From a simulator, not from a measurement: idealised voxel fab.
process module | voxel ribs on slabs
cross-section cut | 175 nm wide | cells 5 nm
A cross-section is a grid of square cells, given in bands from the top down. A band is one or more rows of cells.
Each band's line starts with the height of the band's top and of its bottom, in nm. Then come its materials from left to right, each with its width in nm. One material with "throughout" fills the band from edge to edge. "air" is empty space.
Height 0 is the level under which the wafer as received is all one material. The lowest band goes on downwards, as in "0 down".
A width such as "30 to 40" changes by the same amount from each row of cells to the next, from the band's top row to its bottom row.
"no change" after a step means that no cell of the cross-section changed.
closed voids: empty space of 8 cells or more with no open way to the top, each as width x height at its distance from the left edge, in nm
after a step's settings: what the simulator itself notes on the step
overlay nm, on a step with a mask: how far to the right of its planned place the mask lay; to the left if negative
Each pair below shows a cross-section before one step and the cross-section after it, down to the lowest band that changed. The line under each pair gives the step between them, with its settings. The pairs can come from different runs of this module on the same starting wafer, so a pair continues from the pair above only where its "before" says so.
before
  0 down: Si throughout
  closed voids: none
after
  30 to 0: SiO2 throughout
  below 0: unchanged
  closed voids: none
the step between: op DIRECTIONAL_DEP | material SiO2 | thk nm 30
before: the cross-section after the pair above
after
  50 to 30: SiN throughout
  below 30: unchanged
  closed voids: none
the step between: op DIRECTIONAL_DEP | material SiN | thk nm 20
before: the cross-section after the pair above
after
  70 to 50: air 75 | resist 20 | air 80
  below 50: unchanged
  closed voids: none
the step between: op PATTERN | tone cover | mask id RIB | material resist | width nm 20 | thk nm 20 | overlay nm 0
before: the cross-section after the pair above
after
  70 to 50: air 75 | resist 20 | air 80
  50 to 35: air 75 | SiN 20 | air 80
  below 35: unchanged
  closed voids: none
the step between: op DIRECTIONAL_ETCH | etch materials SiN | depth nm 15
before: the cross-section after the pair above
after
  50 to 35: air 75 | SiN 20 | air 80
  below 35: unchanged
  closed voids: none
the step between: op STRIP | etch materials resist
before: the cross-section after the pair above
after
  70 to 50: air 55 | resist 60 | air 60
  50 to 35: air 55 | resist 20 | SiN 20 | resist 20 | air 60
  below 35: unchanged
  closed voids: none
the step between: op PATTERN | tone cover | mask id SLAB | material resist | width nm 60 | thk nm 20 | overlay nm 0
before: the cross-section after the pair above
after
  70 to 50: air 55 | resist 60 | air 60
  50 to 35: air 55 | resist 20 | SiN 20 | resist 20 | air 60
  35 to 30: air 55 | SiN 60 | air 60
  below 30: unchanged
  closed voids: none
the step between: op DIRECTIONAL_ETCH | etch materials SiN | depth nm 5
before: the cross-section after the pair above
after
  50 to 35: air 75 | SiN 20 | air 80
  below 35: unchanged
  closed voids: none
the step between: op STRIP | etch materials resist
before: the cross-section after the pair above
after
  65 to 50: SiO2 throughout
  50 to 35: SiO2 75 | SiN 20 | SiO2 80
  35 to 30: SiO2 55 | SiN 60 | SiO2 60
  below 30: unchanged
  closed voids: none
the step between: op FILL_DEP | material SiO2 | thk nm 15
before: the cross-section after the pair above
after
  60 to 50: SiO2 throughout
  below 50: unchanged
  closed voids: none
the step between: op CMP | height nm 60
before: the cross-section after the pair above
after
  70 to 60: TiN throughout
  below 60: unchanged
  closed voids: none
the step between: op DIRECTIONAL_DEP | material TiN | thk nm 10
before: the cross-section after the pair above
after
  80 to 70: aC throughout
  below 70: unchanged
  closed voids: none
the step between: op DIRECTIONAL_DEP | material aC | thk nm 10
before: the cross-section after the pair above
after
  105 to 80: air 70 | resist 30 | air 75
  below 80: unchanged
  closed voids: none
the step between: op PATTERN | tone cover | mask id HEATER | material resist | width nm 30 | thk nm 25 | overlay nm 0
before: the cross-section after the pair above
after
  95 to 80: air 70 | resist 30 | air 75
  80 to 70: air 70 | aC 30 | air 75
  below 70: unchanged
  closed voids: none
the step between: op DIRECTIONAL_ETCH | etch materials aC | depth nm 10
before: the cross-section after the pair above
after
  80 to 70: air 70 | aC 30 | air 75
  below 70: unchanged
  closed voids: none
the step between: op STRIP | etch materials resist
before: the cross-section after the pair above
after
  80 to 70: air 70 | aC 30 | air 75
  70 to 60: air 70 | TiN 30 | air 75
  below 60: unchanged
  closed voids: none
the step between: op DIRECTIONAL_ETCH | etch materials TiN | depth nm 10
before: the cross-section after the pair above
after
  70 to 60: air 70 | TiN 30 | air 75
  below 60: unchanged
  closed voids: none
the step between: op STRIP | etch materials aC
before: the cross-section after the pair above
after
  75 to 70: air 65 | SiN 40 | air 70
  70 to 65: air 65 | SiN 5 | TiN 30 | SiN 5 | air 70
  65 to 60: SiN 70 | TiN 30 | SiN 75
  below 60: unchanged
  closed voids: none
the step between: op CONFORMAL_DEP | material SiN | thk nm 5
before
  50 to 30: SiN throughout
  30 to 0: SiO2 throughout
  0 down: Si throughout
  closed voids: none
after
  70 to 30: SiN throughout
  below 30: unchanged
  closed voids: none
the step between: op DIRECTIONAL_DEP | material SiN | thk nm 20
before: the cross-section after the pair above
after
  90 to 70: air 75 | resist 20 | air 80
  below 70: unchanged
  closed voids: none
the step between: op PATTERN | tone cover | mask id RIB | material resist | width nm 20 | thk nm 20 | overlay nm 0
before: the cross-section after the pair above
after
  90 to 70: air 75 | resist 20 | air 80
  70 to 55: air 75 | SiN 20 | air 80
  below 55: unchanged
  closed voids: none
the step between: op DIRECTIONAL_ETCH | etch materials SiN | depth nm 15
before: the cross-section after the pair above
after
  70 to 55: air 75 | SiN 20 | air 80
  below 55: unchanged
  closed voids: none
the step between: op STRIP | etch materials resist
before: the cross-section after the pair above
after
  90 to 70: air 55 | resist 60 | air 60
  70 to 55: air 55 | resist 20 | SiN 20 | resist 20 | air 60
  below 55: unchanged
  closed voids: none
the step between: op PATTERN | tone cover | mask id SLAB | material resist | width nm 60 | thk nm 20 | overlay nm 0
before: the cross-section after the pair above
after
  90 to 70: air 55 | resist 60 | air 60
  70 to 55: air 55 | resist 20 | SiN 20 | resist 20 | air 60
  55 to 50: air 55 | SiN 60 | air 60
  below 50: unchanged
  closed voids: none
the step between: op DIRECTIONAL_ETCH | etch materials SiN | depth nm 5
before: the cross-section after the pair above
after
  70 to 55: air 75 | SiN 20 | air 80
  below 55: unchanged
  closed voids: none
the step between: op STRIP | etch materials resist
before: the cross-section after the pair above
after
  85 to 70: SiO2 throughout
  70 to 55: SiO2 75 | SiN 20 | SiO2 80
  55 to 50: SiO2 55 | SiN 60 | SiO2 60
  below 50: unchanged
  closed voids: none
the step between: op FILL_DEP | material SiO2 | thk nm 15
before: the cross-section after the pair above
after
  60 to 50: SiO2 75 to 55 | SiN 20 to 60 | SiO2 80 to 60
  below 50: unchanged
  closed voids: none
the step between: op CMP | height nm 60
before: the cross-section after the pair above
after
  70 to 60: TiN throughout
  below 60: unchanged
  closed voids: none
the step between: op DIRECTIONAL_DEP | material TiN | thk nm 10
before: the cross-section after the pair above
after
  80 to 70: aC throughout
  below 70: unchanged
  closed voids: none
the step between: op DIRECTIONAL_DEP | material aC | thk nm 10
before: the cross-section after the pair above
after
  105 to 80: air 70 | resist 30 | air 75
  below 80: unchanged
  closed voids: none
the step between: op PATTERN | tone cover | mask id HEATER | material resist | width nm 30 | thk nm 25 | overlay nm 0
before: the cross-section after the pair above
after
  95 to 80: air 70 | resist 30 | air 75
  80 to 70: air 70 | aC 30 | air 75
  below 70: unchanged
  closed voids: none
the step between: op DIRECTIONAL_ETCH | etch materials aC | depth nm 10
before: the cross-section after the pair above
after
  80 to 70: air 70 | aC 30 | air 75
  below 70: unchanged
  closed voids: none
the step between: op STRIP | etch materials resist
before: the cross-section after the pair above
after
  80 to 70: air 70 | aC 30 | air 75
  70 to 60: air 70 | TiN 30 | air 75
  below 60: unchanged
  closed voids: none
the step between: op DIRECTIONAL_ETCH | etch materials TiN | depth nm 10
before: the cross-section after the pair above
after
  70 to 60: air 70 | TiN 30 | air 75
  below 60: unchanged
  closed voids: none
the step between: op STRIP | etch materials aC
before: the cross-section after the pair above
after
  75 to 70: air 65 | SiN 40 | air 70
  70 to 65: air 65 | SiN 5 | TiN 30 | SiN 5 | air 70
  65 to 60: SiN 70 | TiN 30 | SiN 75
  below 60: unchanged
  closed voids: none
the step between: op CONFORMAL_DEP | material SiN | thk nm 5
before
  0 down: Si throughout
  closed voids: none
after
  20 to 0: SiN throughout
  below 0: unchanged
  closed voids: none
the step between: op DIRECTIONAL_DEP | material SiN | thk nm 20
before: the cross-section after the pair above
after
  50 to 20: SiO2 throughout
  below 20: unchanged
  closed voids: none
the step between: op DIRECTIONAL_DEP | material SiO2 | thk nm 30
before: the cross-section after the pair above
after
  70 to 50: air 75 | resist 20 | air 80
  below 50: unchanged
  closed voids: none
the step between: op PATTERN | tone cover | mask id RIB | material resist | width nm 20 | thk nm 20 | overlay nm 0
before: the cross-section after the pair above
after
  50 to 20: SiO2 throughout
  below 20: unchanged
  closed voids: none
the step between: op STRIP | etch materials resist
before: the cross-section after the pair above
after
  70 to 50: air 55 | resist 60 | air 60
  below 50: unchanged
  closed voids: none
the step between: op PATTERN | tone cover | mask id SLAB | material resist | width nm 60 | thk nm 20 | overlay nm 0
before: the cross-section after the pair above
after
  50 to 20: SiO2 throughout
  below 20: unchanged
  closed voids: none
the step between: op STRIP | etch materials resist
before: the cross-section after the pair above
after
  65 to 20: SiO2 throughout
  below 20: unchanged
  closed voids: none
the step between: op FILL_DEP | material SiO2 | thk nm 15
before: the cross-section after the pair above
after
  60 to 20: SiO2 throughout
  below 20: unchanged
  closed voids: none
the step between: op CMP | height nm 60
before: the cross-section after the pair above
after
  70 to 60: TiN throughout
  below 60: unchanged
  closed voids: none
the step between: op DIRECTIONAL_DEP | material TiN | thk nm 10
before: the cross-section after the pair above
after
  80 to 70: aC throughout
  below 70: unchanged
  closed voids: none
the step between: op DIRECTIONAL_DEP | material aC | thk nm 10
before: the cross-section after the pair above
after
  105 to 80: air 70 | resist 30 | air 75
  below 80: unchanged
  closed voids: none
the step between: op PATTERN | tone cover | mask id HEATER | material resist | width nm 30 | thk nm 25 | overlay nm 0
before: the cross-section after the pair above
after
  95 to 80: air 70 | resist 30 | air 75
  80 to 70: air 70 | aC 30 | air 75
  below 70: unchanged
  closed voids: none
the step between: op DIRECTIONAL_ETCH | etch materials aC | depth nm 10
before: the cross-section after the pair above
after
  80 to 70: air 70 | aC 30 | air 75
  below 70: unchanged
  closed voids: none
the step between: op STRIP | etch materials resist
before: the cross-section after the pair above
after
  80 to 70: air 70 | aC 30 | air 75
  70 to 60: air 70 | TiN 30 | air 75
  below 60: unchanged
  closed voids: none
the step between: op DIRECTIONAL_ETCH | etch materials TiN | depth nm 10
before: the cross-section after the pair above
after
  70 to 60: air 70 | TiN 30 | air 75
  below 60: unchanged
  closed voids: none
the step between: op STRIP | etch materials aC
before: the cross-section after the pair above
after
  75 to 70: air 65 | SiN 40 | air 70
  70 to 65: air 65 | SiN 5 | TiN 30 | SiN 5 | air 70
  65 to 60: SiN 70 | TiN 30 | SiN 75
  below 60: unchanged
  closed voids: none
the step between: op CONFORMAL_DEP | material SiN | thk nm 5
before
  70 to 60: air 70 | TiN 30 | air 75
  60 to 50: SiO2 throughout
  50 to 35: SiO2 75 | SiN 20 | SiO2 80
  35 to 30: SiO2 55 | SiN 60 | SiO2 60
  30 to 0: SiO2 throughout
  0 down: Si throughout
  closed voids: none
after
  85 to 75: air 55 | SiN 60 | air 60
  75 to 70: SiN throughout
  70 to 60: SiN 70 | TiN 30 | SiN 75
  below 60: unchanged
  closed voids: none
the step between: op CONFORMAL_DEP | material SiN | thk nm 15
before
  80 to 70: aC throughout
  70 to 60: TiN throughout
  60 to 50: SiO2 throughout
  50 to 35: SiO2 75 | SiN 20 | SiO2 80
  35 to 30: SiO2 55 | SiN 60 | SiO2 60
  30 to 0: SiO2 throughout
  0 down: Si throughout
  closed voids: none
after
  105 to 80: air 65 | resist 40 | air 70
  below 80: unchanged
  closed voids: none
the step between: op PATTERN | tone cover | mask id HEATER | material resist | width nm 40 | thk nm 25 | overlay nm 0
before: the cross-section after the pair above
after
  95 to 80: air 65 | resist 40 | air 70
  80 to 70: air 65 | aC 40 | air 70
  below 70: unchanged
  closed voids: none
the step between: op DIRECTIONAL_ETCH | etch materials aC | depth nm 10
before: the cross-section after the pair above
after
  80 to 70: air 65 | aC 40 | air 70
  below 70: unchanged
  closed voids: none
the step between: op STRIP | etch materials resist
before: the cross-section after the pair above
after
  80 to 70: air 65 | aC 40 | air 70
  70 to 60: air 65 | TiN 40 | air 70
  below 60: unchanged
  closed voids: none
the step between: op DIRECTIONAL_ETCH | etch materials TiN | depth nm 10
before: the cross-section after the pair above
after
  70 to 60: air 65 | TiN 40 | air 70
  below 60: unchanged
  closed voids: none
the step between: op STRIP | etch materials aC
before: the cross-section after the pair above
after
  75 to 70: air 60 | SiN 50 | air 65
  70 to 65: air 60 | SiN 5 | TiN 40 | SiN 5 | air 65
  65 to 60: SiN 65 | TiN 40 | SiN 70
  below 60: unchanged
  closed voids: none
the step between: op CONFORMAL_DEP | material SiN | thk nm 5
before
  50 to 30: SiN throughout
  30 to 0: SiO2 throughout
  0 down: Si throughout
  closed voids: none
after
  70 to 50: air 80 | resist 20 | air 75
  below 50: unchanged
  closed voids: none
the step between: op PATTERN | tone cover | mask id RIB | material resist | width nm 20 | thk nm 20 | overlay nm 5
before: the cross-section after the pair above
after
  70 to 50: air 80 | resist 20 | air 75
  50 to 35: air 80 | SiN 20 | air 75
  below 35: unchanged
  closed voids: none
the step between: op DIRECTIONAL_ETCH | etch materials SiN | depth nm 15
before: the cross-section after the pair above
after
  50 to 35: air 80 | SiN 20 | air 75
  below 35: unchanged
  closed voids: none
the step between: op STRIP | etch materials resist
before: the cross-section after the pair above
after
  70 to 50: air 55 | resist 60 | air 60
  50 to 35: air 55 | resist 25 | SiN 20 | resist 15 | air 60
  below 35: unchanged
  closed voids: none
the step between: op PATTERN | tone cover | mask id SLAB | material resist | width nm 60 | thk nm 20 | overlay nm 0
before: the cross-section after the pair above
after
  70 to 50: air 55 | resist 60 | air 60
  50 to 35: air 55 | resist 25 | SiN 20 | resist 15 | air 60
  35 to 30: air 55 | SiN 60 | air 60
  below 30: unchanged
  closed voids: none
the step between: op DIRECTIONAL_ETCH | etch materials SiN | depth nm 5
before: the cross-section after the pair above
after
  50 to 35: air 80 | SiN 20 | air 75
  below 35: unchanged
  closed voids: none
the step between: op STRIP | etch materials resist
before: the cross-section after the pair above
after
  65 to 50: SiO2 throughout
  50 to 35: SiO2 80 | SiN 20 | SiO2 75
  35 to 30: SiO2 55 | SiN 60 | SiO2 60
  below 30: unchanged
  closed voids: none
the step between: op FILL_DEP | material SiO2 | thk nm 15
before: the cross-section after the pair above
after
  60 to 50: SiO2 throughout
  below 50: unchanged
  closed voids: none
the step between: op CMP | height nm 60
before: the cross-section after the pair above
after
  70 to 60: TiN throughout
  below 60: unchanged
  closed voids: none
the step between: op DIRECTIONAL_DEP | material TiN | thk nm 10
before: the cross-section after the pair above
after
  80 to 70: aC throughout
  below 70: unchanged
  closed voids: none
the step between: op DIRECTIONAL_DEP | material aC | thk nm 10
before: the cross-section after the pair above
after
  105 to 80: air 70 | resist 30 | air 75
  below 80: unchanged
  closed voids: none
the step between: op PATTERN | tone cover | mask id HEATER | material resist | width nm 30 | thk nm 25 | overlay nm 0
before: the cross-section after the pair above
after
  95 to 80: air 70 | resist 30 | air 75
  80 to 70: air 70 | aC 30 | air 75
  below 70: unchanged
  closed voids: none
the step between: op DIRECTIONAL_ETCH | etch materials aC | depth nm 10
before: the cross-section after the pair above
after
  80 to 70: air 70 | aC 30 | air 75
  below 70: unchanged
  closed voids: none
the step between: op STRIP | etch materials resist
before: the cross-section after the pair above
after
  80 to 70: air 70 | aC 30 | air 75
  70 to 60: air 70 | TiN 30 | air 75
  below 60: unchanged
  closed voids: none
the step between: op DIRECTIONAL_ETCH | etch materials TiN | depth nm 10
before: the cross-section after the pair above
after
  70 to 60: air 70 | TiN 30 | air 75
  below 60: unchanged
  closed voids: none
the step between: op STRIP | etch materials aC
before: the cross-section after the pair above
after
  75 to 70: air 65 | SiN 40 | air 70
  70 to 65: air 65 | SiN 5 | TiN 30 | SiN 5 | air 70
  65 to 60: SiN 70 | TiN 30 | SiN 75
  below 60: unchanged
  closed voids: none
the step between: op CONFORMAL_DEP | material SiN | thk nm 5
before
  30 to 0: SiO2 throughout
  0 down: Si throughout
  closed voids: none
after
  50 to 30: aC throughout
  below 30: unchanged
  closed voids: none
the step between: op DIRECTIONAL_DEP | material aC | thk nm 20
before: the cross-section after the pair above
after
  70 to 50: air 75 | resist 20 | air 80
  below 50: unchanged
  closed voids: none
the step between: op PATTERN | tone cover | mask id RIB | material resist | width nm 20 | thk nm 20 | overlay nm 0
before: the cross-section after the pair above
after
  50 to 30: aC throughout
  below 30: unchanged
  closed voids: none
the step between: op STRIP | etch materials resist
before: the cross-section after the pair above
after
  70 to 50: air 55 | resist 60 | air 60
  below 50: unchanged
  closed voids: none
the step between: op PATTERN | tone cover | mask id SLAB | material resist | width nm 60 | thk nm 20 | overlay nm 0
before: the cross-section after the pair above
after
  50 to 30: aC throughout
  below 30: unchanged
  closed voids: none
the step between: op STRIP | etch materials resist
before: the cross-section after the pair above
after
  65 to 50: SiO2 throughout
  below 50: unchanged
  closed voids: none
the step between: op FILL_DEP | material SiO2 | thk nm 15
before: the cross-section after the pair above
after
  60 to 50: SiO2 throughout
  below 50: unchanged
  closed voids: none
the step between: op CMP | height nm 60
before: the cross-section after the pair above
after
  70 to 60: TiN throughout
  below 60: unchanged
  closed voids: none
the step between: op DIRECTIONAL_DEP | material TiN | thk nm 10
before: the cross-section after the pair above
after
  80 to 70: aC throughout
  below 70: unchanged
  closed voids: none
the step between: op DIRECTIONAL_DEP | material aC | thk nm 10
before: the cross-section after the pair above
after
  105 to 80: air 70 | resist 30 | air 75
  below 80: unchanged
  closed voids: none
the step between: op PATTERN | tone cover | mask id HEATER | material resist | width nm 30 | thk nm 25 | overlay nm 0
before: the cross-section after the pair above
after
  95 to 80: air 70 | resist 30 | air 75
  80 to 70: air 70 | aC 30 | air 75
  below 70: unchanged
  closed voids: none
the step between: op DIRECTIONAL_ETCH | etch materials aC | depth nm 10
before: the cross-section after the pair above
after
  80 to 70: air 70 | aC 30 | air 75
  below 70: unchanged
  closed voids: none
the step between: op STRIP | etch materials resist
before: the cross-section after the pair above
after
  80 to 70: air 70 | aC 30 | air 75
  70 to 60: air 70 | TiN 30 | air 75
  below 60: unchanged
  closed voids: none
the step between: op DIRECTIONAL_ETCH | etch materials TiN | depth nm 10
before: the cross-section after the pair above
after
  70 to 60: air 70 | TiN 30 | air 75
  below 60: unchanged
  closed voids: none
the step between: op STRIP | etch materials aC
before: the cross-section after the pair above
after
  75 to 70: air 65 | SiN 40 | air 70
  70 to 65: air 65 | SiN 5 | TiN 30 | SiN 5 | air 70
  65 to 60: SiN 70 | TiN 30 | SiN 75
  below 60: unchanged
  closed voids: none
the step between: op CONFORMAL_DEP | material SiN | thk nm 5
before
  80 to 70: aC throughout
  70 to 60: TiN throughout
  60 to 50: SiO2 throughout
  50 to 35: SiO2 75 | SiN 20 | SiO2 80
  35 to 30: SiO2 55 | SiN 60 | SiO2 60
  30 to 0: SiO2 throughout
  0 down: Si throughout
  closed voids: none
after
  105 to 80: resist 70 | air 30 | resist 75
  below 80: unchanged
  closed voids: none
the step between: op PATTERN | tone open | mask id HEATER | material resist | width nm 30 | thk nm 25 | overlay nm 0
before: the cross-section after the pair above
after
  95 to 80: resist 70 | air 30 | resist 75
  80 to 70: aC 70 | air 30 | aC 75
  below 70: unchanged
  closed voids: none
the step between: op DIRECTIONAL_ETCH | etch materials aC | depth nm 10
before: the cross-section after the pair above
after
  80 to 70: aC 70 | air 30 | aC 75
  below 70: unchanged
  closed voids: none
the step between: op STRIP | etch materials resist
before: the cross-section after the pair above
after
  80 to 70: aC 70 | air 30 | aC 75
  70 to 60: TiN 70 | air 30 | TiN 75
  below 60: unchanged
  closed voids: none
the step between: op DIRECTIONAL_ETCH | etch materials TiN | depth nm 10
before: the cross-section after the pair above
after
  70 to 60: TiN 70 | air 30 | TiN 75
  below 60: unchanged
  closed voids: none
the step between: op STRIP | etch materials aC
before: the cross-section after the pair above
after
  75 to 70: SiN 75 | air 20 | SiN 80
  70 to 65: TiN 70 | SiN 5 | air 20 | SiN 5 | TiN 75
  65 to 60: TiN 70 | SiN 30 | TiN 75
  below 60: unchanged
  closed voids: none
the step between: op CONFORMAL_DEP | material SiN | thk nm 5
